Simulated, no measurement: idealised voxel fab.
Title: Process Module voxel ribs on slabs
Square cell edge 5 nm, section width 290 nm, ID cut.
If you're reading a cross-section in this doc, picture square cells in a grid; it comes to you as bands, top ones listed first down to the bottom, and a band can be one or more rows of cells.
The entry gives the band's vertical extent as a top height and a bottom height in nm, then its horizontal make-up as materials from left to right, each with a width in nm. "empty" stands for empty space; a single material marked "everywhere" fills the band edge to edge.
Note: height 0 marks the level under which the wafer is uniformly one material as received. Lowest band unbounded below, written "0..down".
It should be noted that a width expressed as "30 to 40" varies in equal increments from row to row of cells within the band, taking the value of the first number at the top row and that of the second number at the bottom row.
The cross-section has no changed cell in any step marked "left unchanged".
Empty spaces without an open route to the top, at least 8 cells in extent, make up the entry "Internal closed voids"; each is given as width x height at distance, where the distance is measured from the left edge, and all are in nm.
It should be noted that, on the line of a given step, the content following the step's settings is a remark produced by the simulator itself with respect to that step.
overlay nm: on a step with a mask, how far right of its planned place the mask lay; negative means left.

The steps planned for the process are as follows:
step 1: RECEIVE: material Si
step 2: DIRECTIONAL_DEP: material SiO2, thk nm 25
step 3: DIRECTIONAL_DEP: material SiN, thk nm 15
step 4: DIRECTIONAL_DEP: material aC, thk nm 15
step 5: PATTERN: tone cover, mask id RIB, material resist, width nm 25, thk nm 30, overlay nm 0
step 6: DIRECTIONAL_ETCH: etch materials aC, depth nm 15
step 7: STRIP: etch materials resist
step 8: DIRECTIONAL_ETCH: etch materials SiN, depth nm 10
step 9: STRIP: etch materials aC
step 10: DIRECTIONAL_DEP: material aC, thk nm 10
step 11: PATTERN: tone cover, mask id SLAB, material resist, width nm 85, thk nm 25, overlay nm 0
step 12: DIRECTIONAL_ETCH: etch materials aC, depth nm 10
step 13: STRIP: etch materials resist
step 14: DIRECTIONAL_ETCH: etch materials SiN, depth nm 5
step 15: STRIP: etch materials aC
step 16: FILL_DEP: material SiO2, thk nm 15
step 17: CMP: height nm 50
step 18: DIRECTIONAL_DEP: material TiN, thk nm 10
step 19: DIRECTIONAL_DEP: material aC, thk nm 15
step 20: PATTERN: tone cover, mask id HEATER, material resist, width nm 35, thk nm 30, overlay nm 0
step 21: DIRECTIONAL_ETCH: etch materials aC, depth nm 15
step 22: STRIP: etch materials resist
step 23: DIRECTIONAL_ETCH: etch materials TiN, depth nm 10
step 24: STRIP: etch materials aC
step 25: CONFORMAL_DEP: material SiN, thk nm 10

Cross-section: wafer on arrival = after step 1:
> 0..down | Si everywhere
> Internal closed voids: none

The module was run from the start shown above using the plan shown above, but one mistake was made doing it; the resulting wafer cross-section is below:
> 70..60 | 135 SiN, then 15 empty, then 140 SiN
> 60..50 | 125 TiN, then 35 SiN, then 130 TiN
> 50..40 | SiO2 everywhere
> 40..30 | 130 SiO2, then 25 SiN, then 135 SiO2
> 30..25 | 100 SiO2, then 85 SiN, then 105 SiO2
> 25..0 | SiO2 everywhere
> 0..down | Si everywhere
> Internal closed voids: none
The plan and the run diverged here: step 20 off recipe, ran as PATTERN: tone open, mask id HEATER, material resist, width nm 35, thk nm 30, overlay nm 0
